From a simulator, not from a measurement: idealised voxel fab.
You're looking at the process module voxel transistor to metal.
The cross-section shown here is cut; it is 190 nm wide and divided into square cells measuring 5 nm on a side.
Just so we're on the same page, the cross-sections are grids of square cells, and they're listed out in bands top to bottom, each band one or more rows deep.
Basically the band line says how high the top is and how high the bottom is, in nm, and then what's in it from left to right, every material with its width in nm. Empty space shows up as "air", and if a single material carries "throughout" it runs the full band edge to edge.
Height is counted from the level 0, under which the received wafer is composed throughout of one material. The lowest of the bands is not closed at the bottom but continues downward, in the notation "from 0 down".
A width given as "30->40" starts at the first number in the band's top row and ends at the second number in its bottom row, shifting by an equal amount at every step from row to row.
Any step labelled "nothing different" changed none of the cells in the cross-section.
You'll see "Enclosed empty spaces" listing empty spaces that have no way open to the top, as long as they're 8 cells or more; the notation is width x height at distance, where the distance is from the left edge, and all of it is in nm.
On a step's line, text after the settings is the simulator commenting on that step.
Regarding "overlay nm": on a step with a mask, it is the distance the mask lay to the right of its planned place; a negative value places it to the left.

**Below is the list of planned process steps**
1 RECEIVE (material Si)
2 OXIDIZE (depth nm 5)
3 CONFORMAL_DEP (material SiN; thk nm 10)
4 MASKED_ETCH (tone cover; mask id ACTIVE; width nm 100; etch materials SiN; depth nm 10; overlay nm 0)
5 MASKED_ETCH (tone cover; mask id ACTIVE; width nm 100; etch materials SiO2; depth nm 5; overlay nm 0)
6 MASKED_ETCH (tone cover; mask id ACTIVE; width nm 100; etch materials Si; depth nm 35; overlay nm 0)
7 OXIDIZE (depth nm 5)
8 FILL_DEP (material SiO2; thk nm 15)
9 CMP (height nm 10)
10 SELECTIVE_ETCH (etch materials SiO2; depth nm 5)
11 STRIP (etch materials SiN)
12 SELECTIVE_ETCH (etch materials SiO2; depth nm 5)
13 OXIDIZE (depth nm 5)
14 DIRECTIONAL_DEP (material polySi; thk nm 20)
15 DIRECTIONAL_DEP (material SiCN; thk nm 10)
16 PATTERN (tone cover; mask id GATE; material resist; width nm 20; thk nm 20; overlay nm 0)
17 DIRECTIONAL_ETCH (etch materials SiCN; depth nm 20)
18 DIRECTIONAL_ETCH (etch materials polySi; depth nm 30)
19 STRIP (etch materials resist)
20 CONFORMAL_DEP (material SiO2; thk nm 5)
21 DIRECTIONAL_ETCH (etch materials SiO2; depth nm 5)
22 CONFORMAL_DEP (material SiN; thk nm 10)
23 DIRECTIONAL_ETCH (etch materials SiN; depth nm 10)
24 DIRECTIONAL_ETCH (etch materials SiO2; depth nm 5)
25 DIRECTIONAL_ETCH (etch materials Si; depth nm 10)
26 EPI (material nSi; thk nm 15)
27 FILL_DEP (material SiO2; thk nm 10)
28 CMP (height nm 25)
29 DIRECTIONAL_DEP (material SiO2; thk nm 15)
30 PATTERN (tone open; mask id CONTACT; material resist; width nm 15; pitch nm 75; thk nm 20; overlay nm 0)
31 DIRECTIONAL_ETCH (etch materials SiO2; depth nm 35)
32 STRIP (etch materials resist)
33 CONFORMAL_DEP (material TiN; thk nm 5)
34 FILL_DEP (material Ru; thk nm 10)
35 CMP (height nm 40)
36 CONFORMAL_DEP (material SiCN; thk nm 5)
37 DIRECTIONAL_DEP (material lowk; thk nm 15)
38 PATTERN (tone open; mask id METAL_1; material resist; width nm 15; pitch nm 75; thk nm 20; overlay nm 0)
39 DIRECTIONAL_ETCH (etch materials lowk; depth nm 15)
40 DIRECTIONAL_ETCH (etch materials SiCN; depth nm 5)
41 STRIP (etch materials resist)
42 CONFORMAL_DEP (material TiN; thk nm 5)
43 FILL_DEP (material Ru; thk nm 5)
44 CMP (height nm 60)
45 CONFORMAL_DEP (material SiN; thk nm 5)

**Wafer as received: cross-section following step 1**
- from 0 down = Si throughout
- Enclosed empty spaces: none

**The following cross-section depicts the wafer upon conclusion of the module. Processing commenced from the starting condition illustrated above and adhered to the plan illustrated above, save for one mistake in execution**
- from 65 to 60 = SiN throughout
- from 60 to 45 = lowk=50 / TiN=5 / Ru=5 / TiN=5 / lowk=60 / TiN=5 / Ru=5 / TiN=5 / lowk=50
- from 45 to 40 = SiCN=50 / TiN=15 / SiCN=60 / TiN=15 / SiCN=50
- from 40 to 25 = SiO2=50 / TiN=5 / Ru=5 / TiN=5 / SiO2=60 / TiN=5 / Ru=5 / TiN=5 / SiO2=50
- from 25 to 15 = SiO2=50 / TiN=5 / Ru=5 / TiN=5 / SiO2=5 / SiN=10 / SiO2=5 / SiCN=20 / SiO2=5 / SiN=10 / SiO2=5 / TiN=5 / Ru=5 / TiN=5 / SiO2=50
- from 15 to 10 = SiO2=50 / TiN=5 / Ru=5 / TiN=5 / SiO2=5 / SiN=10 / SiO2=5 / polySi=20 / SiO2=5 / SiN=10 / SiO2=5 / TiN=5 / Ru=5 / TiN=5 / SiO2=50
- from 10 to 5 = SiO2=50 / TiN=15 / SiO2=5 / SiN=10 / SiO2=5 / polySi=20 / SiO2=5 / SiN=10 / SiO2=5 / TiN=15 / SiO2=50
- from 5 to -5 = SiO2=55 / nSi=15 / SiN=10 / SiO2=5 / polySi=20 / SiO2=5 / SiN=10 / nSi=15 / SiO2=55
- from -5 to -10 = SiO2=35 / SiN=10 / SiO2=5 / nSi=20 / SiO2=50 / nSi=20 / SiO2=5 / SiN=10 / SiO2=35
- from -10 to -15 = SiO2=35 / SiN=10 / SiO2=10 / nSi=15 / Si=50 / nSi=15 / SiO2=10 / SiN=10 / SiO2=35
- from -15 to -20 = SiO2=55 / nSi=15 / Si=50 / nSi=15 / SiO2=55
- from -20 to -45 = SiO2=50 / Si=90 / SiO2=50
- from -45 down = Si throughout
- Enclosed empty spaces: none
what went wrong: it should be noted that step 12 was executed with settings other than those planned, the operation and settings actually applied being SELECTIVE_ETCH (etch materials SiO2; depth nm 15)
